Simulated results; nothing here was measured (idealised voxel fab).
process module | voxel capacitor over wiring
cross-section cut | 195 nm wide | cells 5 nm
A cross-section is a grid of square cells, given in bands from the top down. A band is one or more rows of cells.
Each band's line starts with the height of the band's top and of its bottom, in nm. Then come its materials from left to right, each with its width in nm. One material with "throughout" fills the band from edge to edge. "air" is empty space.
Height 0 is the level under which the wafer as received is all one material. The lowest band goes on downwards, as in "0 down".
A width such as "30 to 40" changes by the same amount from each row of cells to the next, from the band's top row to its bottom row.
"no change" after a step means that no cell of the cross-section changed.
closed voids: empty space of 8 cells or more with no open way to the top, each as width x height at its distance from the left edge, in nm
after a step's settings: what the simulator itself notes on the step
overlay nm, on a step with a mask: how far to the right of its planned place the mask lay; to the left if negative
plan
1 op RECEIVE | material Si
2 op CONFORMAL_DEP | material SiO2 | thk nm 15
3 op DIRECTIONAL_DEP | material TiN | thk nm 5
4 op DIRECTIONAL_DEP | material W | thk nm 15
5 op DIRECTIONAL_DEP | material aC | thk nm 15
6 op PATTERN | tone cover | mask id METAL_1 | material resist | width nm 20 | pitch nm 75 | thk nm 35 | overlay nm 0
7 op DIRECTIONAL_ETCH | etch materials aC | depth nm 15
8 op STRIP | etch materials resist
9 op DIRECTIONAL_ETCH | etch materials W | depth nm 15
10 op DIRECTIONAL_ETCH | etch materials TiN | depth nm 5
11 op STRIP | etch materials aC
12 op CONFORMAL_DEP | material SiCN | thk nm 5
13 op FILL_DEP | material lowk | thk nm 5
14 op CMP | height nm 35
15 op CONFORMAL_DEP | material SiCN | thk nm 5
16 op DIRECTIONAL_DEP | material lowk | thk nm 10
17 op DIRECTIONAL_DEP | material aC | thk nm 15
18 op PATTERN | tone open | mask id PLUG_1 | material resist | width nm 15 | thk nm 35 | overlay nm 0
19 op DIRECTIONAL_ETCH | etch materials aC | depth nm 15
20 op STRIP | etch materials resist
21 op DIRECTIONAL_ETCH | etch materials lowk | depth nm 10
22 op DIRECTIONAL_ETCH | etch materials SiCN | depth nm 5
23 op STRIP | etch materials aC
24 op EPI | material Ru | thk nm 10
25 op EPI | material Ru | thk nm 5
26 op DIRECTIONAL_DEP | material TiN | thk nm 5
27 op DIRECTIONAL_DEP | material Al2O3 | thk nm 5
28 op DIRECTIONAL_DEP | material TiN | thk nm 10
29 op MASKED_ETCH | tone cover | mask id UPPER_PLATE | width nm 60 | etch materials TiN | depth nm 10 | overlay nm 0
30 op MASKED_ETCH | tone cover | mask id UPPER_PLATE | width nm 60 | etch materials Al2O3 | depth nm 5 | overlay nm 0
31 op DIRECTIONAL_DEP | material aC | thk nm 15
32 op PATTERN | tone cover | mask id LOWER_PLATE | material resist | width nm 70 | thk nm 30 | overlay nm 0
33 op DIRECTIONAL_ETCH | etch materials aC | depth nm 15
34 op STRIP | etch materials resist
35 op DIRECTIONAL_ETCH | etch materials TiN | depth nm 5
36 op STRIP | etch materials aC
37 op FILL_DEP | material SiO2 | thk nm 20
38 op CMP | height nm 85
39 op MASKED_ETCH | tone open | mask id PLUG_2 | width nm 15 | etch materials SiO2 | depth nm 15 | overlay nm 0
40 op CONFORMAL_DEP | material TiN | thk nm 5
41 op FILL_DEP | material Cu | thk nm 5
42 op CMP | height nm 85
43 op CONFORMAL_DEP | material SiCN | thk nm 5
as received, after step 1
  0 down: Si throughout
  closed voids: none
a wafer at the end: this start, this plan, one mistake
  90 to 85: SiCN throughout
  85 to 80: SiO2 65 | TiN 15 | SiO2 115
  80 to 70: SiO2 55 | TiN 25 | SiO2 115
  70 to 65: SiO2 55 | Al2O3 25 | TiN 35 | SiO2 80
  65 to 60: SiO2 50 | TiN 65 | SiO2 80
  60 to 55: SiO2 45 | Ru 35 | Al2O3 35 | SiO2 80
  55 to 50: SiO2 45 | Ru 35 | TiN 40 | SiO2 75
  50 to 40: lowk 55 | Ru 15 | lowk 125
  40 to 35: SiCN 55 | Ru 15 | SiCN 125
  35 to 20: lowk 45 | SiCN 5 | W 20 | SiCN 5 | lowk 45 | SiCN 5 | W 20 | SiCN 5 | lowk 45
  20 to 15: SiCN 50 | TiN 20 | SiCN 55 | TiN 20 | SiCN 50
  15 to 0: SiO2 throughout
  0 down: Si throughout
  closed voids: none
what went wrong: step 24 was run twice
